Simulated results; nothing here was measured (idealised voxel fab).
The document below concerns the process module designated voxel self aligned vias.
FYI the section here is cut, 220 nm wide, cells are 5 nm squares.
Notation: cross-section as square-cell grid; stated in bands, top first, going down; one or more cell rows per band.
Band: top and bottom heights (nm) first, top before bottom; then materials from left to right, widths in nm. "throughout" marks a sole material filling the band edge to edge. "air" denotes empty space.
Heights are reckoned from 0. Under this level, the received wafer is all of one material. The bottommost band is open-ended downward, for example "0 nm and below".
The notation "30 to 40" denotes a width that varies across the rows of cells in the band, beginning at the first number in the top row, finishing at the second number in the bottom row, and changing by an identical amount from each row to the next.
When a step is marked "no alteration", none of the cells in the cross-section changed during that step.
"Unvented cavities": sealed empty spaces, 8 cells or more, no open way to top, listed width x height at distance, with distance from the left edge and width, height and distance in nm.
On each step's line, the part that comes after the settings is the simulator's own comment on the step.
What "overlay nm" on a step's line means: if the step has a mask, that mask lay this far to the right of its planned place, or, when the value is negative, to the left.

**The process steps that were planned are listed below**
| 1 | op RECEIVE | material Si |
| 2 | op CONFORMAL_DEP | material SiO2 | thk nm 10 |
| 3 | op CONFORMAL_DEP | material SiCN | thk nm 5 |
| 4 | op DIRECTIONAL_DEP | material lowk | thk nm 20 |
| 5 | op PATTERN | tone open | mask id LINES | material resist | width nm 25 | pitch nm 70 | thk nm 20 | overlay nm 0 |
| 6 | op DIRECTIONAL_ETCH | etch materials lowk | depth nm 20 |
| 7 | op STRIP | etch materials resist |
| 8 | op CONFORMAL_DEP | material TiN | thk nm 5 |
| 9 | op FILL_DEP | material Ru | thk nm 5 |
| 10 | op CMP | height nm 35 |
| 11 | op SELECTIVE_ETCH | etch materials W Ru TiN | depth nm 10 |
| 12 | op FILL_DEP | material SiN | thk nm 5 |
| 13 | op CMP | height nm 35 |
| 14 | op DIRECTIONAL_DEP | material lowk | thk nm 20 |
| 15 | op DIRECTIONAL_DEP | material aC | thk nm 10 |
| 16 | op PATTERN | tone open | mask id VIAS | material resist | width nm 45 | pitch nm 70 | thk nm 25 | overlay nm 0 |
| 17 | op DIRECTIONAL_ETCH | etch materials aC | depth nm 10 |
| 18 | op STRIP | etch materials resist |
| 19 | op DIRECTIONAL_ETCH | etch materials lowk | depth nm 20 |
| 20 | op DIRECTIONAL_ETCH | etch materials SiN | depth nm 10 |
| 21 | op STRIP | etch materials aC |
| 22 | op CONFORMAL_DEP | material TiN | thk nm 5 |
| 23 | op FILL_DEP | material Ru | thk nm 10 |
| 24 | op CMP | height nm 55 |
| 25 | op CONFORMAL_DEP | material SiCN | thk nm 5 |

**First of two wafers: run as planned**

**Cross-section, incoming material, after step 1**
* 0 nm and below | Si throughout
* Unvented cavities: none

**Sectional view: wafer, after step 2**
* 10 nm to 0 nm | SiO2 throughout
* Note: structure below 0 unchanged.

**Sectional view: wafer, after step 3**
* 15 nm to 10 nm | SiCN throughout
* Note: structure below 10 unchanged.

**Sectional view: wafer, after step 4**
* 35 nm to 15 nm | lowk throughout
* Note: structure below 15 unchanged.

**Sectional view: wafer, after step 5**
* 55 nm to 35 nm | resist (60), air (25), resist (45), air (25), resist (65)
* Note: structure below 35 unchanged.

**Sectional view: wafer, after step 6**
* 55 nm to 35 nm | resist (60), air (25), resist (45), air (25), resist (65)
* 35 nm to 15 nm | lowk (60), air (25), lowk (45), air (25), lowk (65)
* Note: structure below 15 unchanged.

**Sectional view: wafer, after step 7**
* 35 nm to 15 nm | lowk (60), air (25), lowk (45), air (25), lowk (65)
* Note: structure below 15 unchanged.

**Sectional view: wafer, after step 8**
* 40 nm to 35 nm | TiN (65), air (15), TiN (55), air (15), TiN (70)
* 35 nm to 20 nm | lowk (60), TiN (5), air (15), TiN (5), lowk (45), TiN (5), air (15), TiN (5), lowk (65)
* 20 nm to 15 nm | lowk (60), TiN (25), lowk (45), TiN (25), lowk (65)
* Note: structure below 15 unchanged.

**Sectional view: wafer, after step 9**
* 45 nm to 40 nm | Ru throughout
* 40 nm to 35 nm | TiN (65), Ru (15), TiN (55), Ru (15), TiN (70)
* 35 nm to 20 nm | lowk (60), TiN (5), Ru (15), TiN (5), lowk (45), TiN (5), Ru (15), TiN (5), lowk (65)
* Note: structure below 20 unchanged.

**Sectional view: wafer, after step 10**
* 35 nm to 20 nm | lowk (60), TiN (5), Ru (15), TiN (5), lowk (45), TiN (5), Ru (15), TiN (5), lowk (65)
* Note: structure below 20 unchanged.

**Sectional view: wafer, after step 11**
* 35 nm to 25 nm | lowk (60), air (25), lowk (45), air (25), lowk (65)
* Note: structure below 25 unchanged.

**Sectional view: wafer, after step 12**
* 40 nm to 35 nm | SiN throughout
* 35 nm to 25 nm | lowk (60), SiN (25), lowk (45), SiN (25), lowk (65)
* Note: structure below 25 unchanged.

**Sectional view: wafer, after step 13**
* 35 nm to 25 nm | lowk (60), SiN (25), lowk (45), SiN (25), lowk (65)
* Note: structure below 25 unchanged.

**Sectional view: wafer, after step 14**
* 55 nm to 35 nm | lowk throughout
* Note: structure below 35 unchanged.

**Sectional view: wafer, after step 15**
* 65 nm to 55 nm | aC throughout
* Note: structure below 55 unchanged.

**Sectional view: wafer, after step 16**
* 90 nm to 65 nm | resist (50), air (45), resist (25), air (45), resist (55)
* Note: structure below 65 unchanged.

**Sectional view: wafer, after step 17**
* 80 nm to 65 nm | resist (50), air (45), resist (25), air (45), resist (55)
* 65 nm to 55 nm | aC (50), air (45), aC (25), air (45), aC (55)
* Note: structure below 55 unchanged.

**Sectional view: wafer, after step 18**
* 65 nm to 55 nm | aC (50), air (45), aC (25), air (45), aC (55)
* Note: structure below 55 unchanged.

**Sectional view: wafer, after step 19**
* 65 nm to 55 nm | aC (50), air (45), aC (25), air (45), aC (55)
* 55 nm to 35 nm | lowk (50), air (45), lowk (25), air (45), lowk (55)
* Note: structure below 35 unchanged.

**Sectional view: wafer, after step 20**
* 65 nm to 55 nm | aC (50), air (45), aC (25), air (45), aC (55)
* 55 nm to 35 nm | lowk (50), air (45), lowk (25), air (45), lowk (55)
* 35 nm to 25 nm | lowk (60), air (25), lowk (45), air (25), lowk (65)
* Note: structure below 25 unchanged.

**Sectional view: wafer, after step 21**
* 55 nm to 35 nm | lowk (50), air (45), lowk (25), air (45), lowk (55)
* Note: structure below 35 unchanged.

**Sectional view: wafer, after step 22**
* 60 nm to 55 nm | TiN (55), air (35), TiN (35), air (35), TiN (60)
* 55 nm to 40 nm | lowk (50), TiN (5), air (35), TiN (5), lowk (25), TiN (5), air (35), TiN (5), lowk (55)
* 40 nm to 30 nm | lowk (50 to 60), TiN (15 to 5), air (15), TiN (15 to 5), lowk (25 to 45), TiN (15 to 5), air (15), TiN (15 to 5), lowk (55 to 65)
* 30 nm to 25 nm | lowk (60), TiN (25), lowk (45), TiN (25), lowk (65)
* Note: structure below 25 unchanged.

**Sectional view: wafer, after step 23**
* 70 nm to 60 nm | Ru throughout
* 60 nm to 55 nm | TiN (55), Ru (35), TiN (35), Ru (35), TiN (60)
* 55 nm to 40 nm | lowk (50), TiN (5), Ru (35), TiN (5), lowk (25), TiN (5), Ru (35), TiN (5), lowk (55)
* 40 nm to 30 nm | lowk (50 to 60), TiN (15 to 5), Ru (15), TiN (15 to 5), lowk (25 to 45), TiN (15 to 5), Ru (15), TiN (15 to 5), lowk (55 to 65)
* Note: structure below 30 unchanged.

**Sectional view: wafer, after step 24**
* 55 nm to 40 nm | lowk (50), TiN (5), Ru (35), TiN (5), lowk (25), TiN (5), Ru (35), TiN (5), lowk (55)
* Note: structure below 40 unchanged.

**Sectional view: wafer, after step 25**
* 60 nm to 55 nm | SiCN throughout
* Note: structure below 55 unchanged.

**It is to be noted that the second wafer proceeded from the same initial state and according to the same plan as the first, although one mistake was committed in its execution; through step 15, inclusive, the two wafers share an identical history**

**Cross-sectional representation of the second wafer at the time designated in the plan for the completion of step 16**
* 90 nm to 65 nm | resist (45), air (55), resist (15), air (55), resist (50)
* Note: structure below 65 unchanged.

**Cross-sectional representation of the second wafer at the time designated in the plan for the completion of step 17**
* 80 nm to 65 nm | resist (45), air (55), resist (15), air (55), resist (50)
* 65 nm to 55 nm | aC (45), air (55), aC (15), air (55), aC (50)
* Note: structure below 55 unchanged.

**Cross-sectional representation of the second wafer at the time designated in the plan for the completion of step 18**
* 65 nm to 55 nm | aC (45), air (55), aC (15), air (55), aC (50)
* Note: structure below 55 unchanged.

**Cross-sectional representation of the second wafer at the time designated in the plan for the completion of step 19**
* 65 nm to 55 nm | aC (45), air (55), aC (15), air (55), aC (50)
* 55 nm to 35 nm | lowk (45), air (55), lowk (15), air (55), lowk (50)
* Note: structure below 35 unchanged.

**Cross-sectional representation of the second wafer at the time designated in the plan for the completion of step 20**
* 65 nm to 55 nm | aC (45), air (55), aC (15), air (55), aC (50)
* 55 nm to 35 nm | lowk (45), air (55), lowk (15), air (55), lowk (50)
* 35 nm to 25 nm | lowk (60), air (25), lowk (45), air (25), lowk (65)
* Note: structure below 25 unchanged.

**Cross-sectional representation of the second wafer at the time designated in the plan for the completion of step 21**
* 55 nm to 35 nm | lowk (45), air (55), lowk (15), air (55), lowk (50)
* Note: structure below 35 unchanged.

**Cross-sectional representation of the second wafer at the time designated in the plan for the completion of step 22**
* 60 nm to 55 nm | TiN (50), air (45), TiN (25), air (45), TiN (55)
* 55 nm to 40 nm | lowk (45), TiN (5), air (45), TiN (5), lowk (15), TiN (5), air (45), TiN (5), lowk (50)
* 40 nm to 30 nm | lowk (45 to 60), TiN (20 to 5), air (15), TiN (20 to 5), lowk (15 to 45), TiN (20 to 5), air (15), TiN (20 to 5), lowk (50 to 65)
* 30 nm to 25 nm | lowk (60), TiN (25), lowk (45), TiN (25), lowk (65)
* Note: structure below 25 unchanged.

**Cross-sectional representation of the second wafer at the time designated in the plan for the completion of step 23**
* 70 nm to 60 nm | Ru throughout
* 60 nm to 55 nm | TiN (50), Ru (45), TiN (25), Ru (45), TiN (55)
* 55 nm to 40 nm | lowk (45), TiN (5), Ru (45), TiN (5), lowk (15), TiN (5), Ru (45), TiN (5), lowk (50)
* 40 nm to 30 nm | lowk (45 to 60), TiN (20 to 5), Ru (15), TiN (20 to 5), lowk (15 to 45), TiN (20 to 5), Ru (15), TiN (20 to 5), lowk (50 to 65)
* Note: structure below 30 unchanged.

**Cross-sectional representation of the second wafer at the time designated in the plan for the completion of step 24**
* 55 nm to 40 nm | lowk (45), TiN (5), Ru (45), TiN (5), lowk (15), TiN (5), Ru (45), TiN (5), lowk (50)
* Note: structure below 40 unchanged.

**Cross-sectional representation of the second wafer at the time designated in the plan for the completion of step 25**
* 60 nm to 55 nm | SiCN throughout
* Note: structure below 55 unchanged.
The mistake made against the process plan was this: step 16 ran as: op PATTERN | tone open | mask id VIAS | material resist | width nm 55 | pitch nm 70 | thk nm 25 | overlay nm 0
Per the end-of-run cell counts, the second wafer holds more or fewer of some materials than the first: +12 Ru; +4 TiN; -16 lowk
